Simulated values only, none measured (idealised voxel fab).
process module | voxel capacitor over wiring
cross-section cut | 190 nm wide | cells 5 nm
A cross-section is a grid of square cells, given in bands from the top down. A band is one or more rows of cells.
Each band's line starts with the height of the band's top and of its bottom, in nm. Then come its materials from left to right, each with its width in nm. One material with "throughout" fills the band from edge to edge. "air" is empty space.
Height 0 is the level under which the wafer as received is all one material. The lowest band goes on downwards, as in "0 down".
A width such as "30 to 40" changes by the same amount from each row of cells to the next, from the band's top row to its bottom row.
"no change" after a step means that no cell of the cross-section changed.
closed voids: empty space of 8 cells or more with no open way to the top, each as width x height at its distance from the left edge, in nm
after a step's settings: what the simulator itself notes on the step
overlay nm, on a step with a mask: how far to the right of its planned place the mask lay; to the left if negative
plan
1 op RECEIVE | material Si
2 op CONFORMAL_DEP | material SiO2 | thk nm 15
3 op DIRECTIONAL_DEP | material TiN | thk nm 5
4 op DIRECTIONAL_DEP | material Ru | thk nm 15
5 op PATTERN | tone cover | mask id METAL_1 | material resist | width nm 30 | pitch nm 95 | thk nm 20 | overlay nm 0
6 op DIRECTIONAL_ETCH | etch materials Ru | depth nm 15
7 op DIRECTIONAL_ETCH | etch materials TiN | depth nm 5
8 op STRIP | etch materials resist
9 op FILL_DEP | material lowk | thk nm 5
10 op CMP | height nm 35
11 op CONFORMAL_DEP | material SiCN | thk nm 5
12 op DIRECTIONAL_DEP | material SiO2 | thk nm 20
13 op DIRECTIONAL_DEP | material aC | thk nm 10
14 op PATTERN | tone open | mask id PLUG_1 | material resist | width nm 15 | thk nm 25 | overlay nm 0
15 op DIRECTIONAL_ETCH | etch materials aC | depth nm 10
16 op STRIP | etch materials resist
17 op DIRECTIONAL_ETCH | etch materials SiO2 | depth nm 20
18 op DIRECTIONAL_ETCH | etch materials SiCN | depth nm 5
19 op STRIP | etch materials aC
20 op EPI | material Ru | thk nm 10
21 op EPI | material Ru | thk nm 10
22 op EPI | material Ru | thk nm 5
23 op DIRECTIONAL_DEP | material TiN | thk nm 5
24 op DIRECTIONAL_DEP | material Al2O3 | thk nm 5
25 op DIRECTIONAL_DEP | material TiN | thk nm 10
26 op DIRECTIONAL_DEP | material aC | thk nm 10
27 op PATTERN | tone cover | mask id UPPER_PLATE | material resist | width nm 70 | thk nm 25 | overlay nm 0
28 op DIRECTIONAL_ETCH | etch materials aC | depth nm 10
29 op STRIP | etch materials resist
30 op DIRECTIONAL_ETCH | etch materials TiN | depth nm 10
31 op DIRECTIONAL_ETCH | etch materials Al2O3 | depth nm 5
32 op STRIP | etch materials aC
33 op DIRECTIONAL_DEP | material aC | thk nm 15
34 op PATTERN | tone cover | mask id LOWER_PLATE | material resist | width nm 80 | thk nm 35 | overlay nm 0
35 op DIRECTIONAL_ETCH | etch materials aC | depth nm 15
36 op STRIP | etch materials resist
37 op DIRECTIONAL_ETCH | etch materials TiN | depth nm 5
38 op STRIP | etch materials aC
39 op FILL_DEP | material SiO2 | thk nm 15
40 op CMP | height nm 90
41 op MASKED_ETCH | tone open | mask id PLUG_2 | width nm 15 | etch materials SiO2 | depth nm 10 | overlay nm 0
42 op CONFORMAL_DEP | material TiN | thk nm 5
43 op FILL_DEP | material W | thk nm 10
44 op CMP | height nm 90
45 op CONFORMAL_DEP | material SiCN | thk nm 5
as received, after step 1
  0 down: Si throughout
  closed voids: none
a wafer at the end: this start, this plan, one mistake
  95 to 90: SiCN throughout
  90 to 85: SiO2 55 | TiN 5 | W 5 | TiN 5 | SiO2 120
  85 to 80: SiO2 55 | TiN 15 | SiO2 120
  80 to 70: SiO2 45 | TiN 70 | SiO2 75
  70 to 65: SiO2 45 | Al2O3 70 | SiO2 75
  65 to 60: SiO2 40 | TiN 80 | SiO2 70
  60 to 40: SiO2 35 | Ru 15 | SiO2 140
  40 to 35: SiCN 35 | Ru 15 | SiCN 140
  35 to 20: lowk 30 | Ru 30 | lowk 65 | Ru 30 | lowk 35
  20 to 15: lowk 30 | TiN 30 | lowk 65 | TiN 30 | lowk 35
  15 to 0: SiO2 throughout
  0 down: Si throughout
  closed voids: none
what went wrong: step 14 ran as: op PATTERN | tone open | mask id PLUG_1 | material resist | width nm 15 | thk nm 25 | overlay nm -10
